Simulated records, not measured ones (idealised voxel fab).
process module | voxel self aligned contacts
cross-section cut | 190 nm wide | cells 5 nm
A cross-section is a grid of square cells, given in bands from the top down. A band is one or more rows of cells.
Each band's line starts with the height of the band's top and of its bottom, in nm. Then come its materials from left to right, each with its width in nm. One material with "throughout" fills the band from edge to edge. "air" is empty space.
Height 0 is the level under which the wafer as received is all one material. The lowest band goes on downwards, as in "0 down".
A width such as "30 to 40" changes by the same amount from each row of cells to the next, from the band's top row to its bottom row.
"no change" after a step means that no cell of the cross-section changed.
closed voids: empty space of 8 cells or more with no open way to the top, each as width x height at its distance from the left edge, in nm
after a step's settings: what the simulator itself notes on the step
overlay nm, on a step with a mask: how far to the right of its planned place the mask lay; to the left if negative
plan
1 op RECEIVE | material Si
2 op OXIDIZE | depth nm 5
3 op DIRECTIONAL_DEP | material polySi | thk nm 25
4 op DIRECTIONAL_DEP | material SiN | thk nm 25
5 op PATTERN | tone cover | mask id GATE | material resist | width nm 35 | pitch nm 80 | thk nm 20 | overlay nm 0
6 op DIRECTIONAL_ETCH | etch materials SiN | depth nm 25
7 op DIRECTIONAL_ETCH | etch materials polySi | depth nm 25
8 op STRIP | etch materials resist
9 op CONFORMAL_DEP | material SiN | thk nm 10
10 op DIRECTIONAL_ETCH | etch materials SiN | depth nm 10
11 op FILL_DEP | material SiO2 | thk nm 10
12 op CMP | height nm 55
13 op DIRECTIONAL_DEP | material aC | thk nm 15
14 op PATTERN | tone open | mask id CONTACT | material resist | width nm 55 | thk nm 35 | overlay nm 0
15 op DIRECTIONAL_ETCH | etch materials aC | depth nm 15
16 op STRIP | etch materials resist
17 op DIRECTIONAL_ETCH | etch materials SiO2 | depth nm 60
18 op STRIP | etch materials aC
19 op CONFORMAL_DEP | material TiN | thk nm 5
20 op FILL_DEP | material Ru | thk nm 5
21 op CMP | height nm 55
22 op CONFORMAL_DEP | material SiN | thk nm 5
first wafer, as planned
as received, after step 1
  0 down: Si throughout
  closed voids: none
after step 2
  0 to -5: SiO2 throughout
  below -5: unchanged
after step 3
  25 to 0: polySi throughout
  below 0: unchanged
after step 4
  50 to 25: SiN throughout
  below 25: unchanged
after step 5
  70 to 50: air 35 | resist 35 | air 45 | resist 35 | air 40
  below 50: unchanged
after step 6
  70 to 50: air 35 | resist 35 | air 45 | resist 35 | air 40
  50 to 25: air 35 | SiN 35 | air 45 | SiN 35 | air 40
  below 25: unchanged
after step 7
  70 to 50: air 35 | resist 35 | air 45 | resist 35 | air 40
  50 to 25: air 35 | SiN 35 | air 45 | SiN 35 | air 40
  25 to 0: air 35 | polySi 35 | air 45 | polySi 35 | air 40
  below 0: unchanged
after step 8
  50 to 25: air 35 | SiN 35 | air 45 | SiN 35 | air 40
  below 25: unchanged
after step 9
  60 to 25: air 25 | SiN 55 | air 25 | SiN 55 | air 30
  25 to 10: air 25 | SiN 10 | polySi 35 | SiN 10 | air 25 | SiN 10 | polySi 35 | SiN 10 | air 30
  10 to 0: SiN 35 | polySi 35 | SiN 45 | polySi 35 | SiN 40
  below 0: unchanged
after step 10
  50 to 25: air 25 | SiN 55 | air 25 | SiN 55 | air 30
  25 to 0: air 25 | SiN 10 | polySi 35 | SiN 10 | air 25 | SiN 10 | polySi 35 | SiN 10 | air 30
  below 0: unchanged
after step 11
  60 to 50: SiO2 throughout
  50 to 25: SiO2 25 | SiN 55 | SiO2 25 | SiN 55 | SiO2 30
  25 to 0: SiO2 25 | SiN 10 | polySi 35 | SiN 10 | SiO2 25 | SiN 10 | polySi 35 | SiN 10 | SiO2 30
  below 0: unchanged
after step 12
  55 to 50: SiO2 throughout
  below 50: unchanged
after step 13
  70 to 55: aC throughout
  below 55: unchanged
after step 14
  105 to 70: resist 65 | air 55 | resist 70
  below 70: unchanged
after step 15
  90 to 70: resist 65 | air 55 | resist 70
  70 to 55: aC 65 | air 55 | aC 70
  below 55: unchanged
after step 16
  70 to 55: aC 65 | air 55 | aC 70
  below 55: unchanged
after step 17
  70 to 55: aC 65 | air 55 | aC 70
  55 to 50: SiO2 65 | air 55 | SiO2 70
  50 to 25: SiO2 25 | SiN 55 | air 25 | SiN 55 | SiO2 30
  25 to 0: SiO2 25 | SiN 10 | polySi 35 | SiN 10 | air 25 | SiN 10 | polySi 35 | SiN 10 | SiO2 30
  0 to -5: SiO2 80 | air 25 | SiO2 85
  below -5: unchanged
after step 18
  55 to 50: SiO2 65 | air 55 | SiO2 70
  below 50: unchanged
after step 19
  60 to 55: TiN 70 | air 45 | TiN 75
  55 to 50: SiO2 65 | TiN 20 | air 15 | TiN 20 | SiO2 70
  50 to 25: SiO2 25 | SiN 55 | TiN 5 | air 15 | TiN 5 | SiN 55 | SiO2 30
  25 to 0: SiO2 25 | SiN 10 | polySi 35 | SiN 10 | TiN 5 | air 15 | TiN 5 | SiN 10 | polySi 35 | SiN 10 | SiO2 30
  0 to -5: SiO2 80 | TiN 25 | SiO2 85
  below -5: unchanged
after step 20
  65 to 60: Ru throughout
  60 to 55: TiN 70 | Ru 45 | TiN 75
  55 to 50: SiO2 65 | TiN 20 | Ru 15 | TiN 20 | SiO2 70
  50 to 25: SiO2 25 | SiN 55 | TiN 5 | Ru 15 | TiN 5 | SiN 55 | SiO2 30
  25 to 0: SiO2 25 | SiN 10 | polySi 35 | SiN 10 | TiN 5 | Ru 15 | TiN 5 | SiN 10 | polySi 35 | SiN 10 | SiO2 30
  below 0: unchanged
after step 21
  55 to 50: SiO2 65 | TiN 20 | Ru 15 | TiN 20 | SiO2 70
  below 50: unchanged
after step 22
  60 to 55: SiN throughout
  below 55: unchanged
second wafer: like start, like plan, one mistake. Through step 13 it matches the first wafer
when step 14 should have ended
  105 to 70: air 65 | resist 55 | air 70
  below 70: unchanged
when step 15 should have ended
  90 to 70: air 65 | resist 55 | air 70
  70 to 55: air 65 | aC 55 | air 70
  below 55: unchanged
when step 16 should have ended
  70 to 55: air 65 | aC 55 | air 70
  below 55: unchanged
when step 17 should have ended
  70 to 55: air 65 | aC 55 | air 70
  55 to 50: air 65 | SiO2 55 | air 70
  50 to 25: air 25 | SiN 55 | SiO2 25 | SiN 55 | air 30
  25 to 0: air 25 | SiN 10 | polySi 35 | SiN 10 | SiO2 25 | SiN 10 | polySi 35 | SiN 10 | air 30
  0 to -5: air 25 | SiO2 135 | air 30
  below -5: unchanged
when step 18 should have ended
  55 to 50: air 65 | SiO2 55 | air 70
  below 50: unchanged
when step 19 should have ended
  60 to 55: air 60 | TiN 65 | air 65
  55 to 50: air 20 | TiN 45 | SiO2 55 | TiN 45 | air 25
  50 to 25: air 20 | TiN 5 | SiN 55 | SiO2 25 | SiN 55 | TiN 5 | air 25
  25 to 0: air 20 | TiN 5 | SiN 10 | polySi 35 | SiN 10 | SiO2 25 | SiN 10 | polySi 35 | SiN 10 | TiN 5 | air 25
  0 to -5: TiN 25 | SiO2 135 | TiN 30
  below -5: unchanged
when step 20 should have ended
  65 to 60: Ru throughout
  60 to 55: Ru 60 | TiN 65 | Ru 65
  55 to 50: Ru 20 | TiN 45 | SiO2 55 | TiN 45 | Ru 25
  50 to 25: Ru 20 | TiN 5 | SiN 55 | SiO2 25 | SiN 55 | TiN 5 | Ru 25
  25 to 0: Ru 20 | TiN 5 | SiN 10 | polySi 35 | SiN 10 | SiO2 25 | SiN 10 | polySi 35 | SiN 10 | TiN 5 | Ru 25
  below 0: unchanged
when step 21 should have ended
  55 to 50: Ru 20 | TiN 45 | SiO2 55 | TiN 45 | Ru 25
  below 50: unchanged
when step 22 should have ended
  60 to 55: SiN throughout
  below 55: unchanged
what went wrong: step 14 ran as: op PATTERN | tone cover | mask id CONTACT | material resist | width nm 55 | thk nm 35 | overlay nm 0
at the end the second wafer has, in cells: 66 more of Ru | 82 fewer of SiO2 | 16 more of TiN
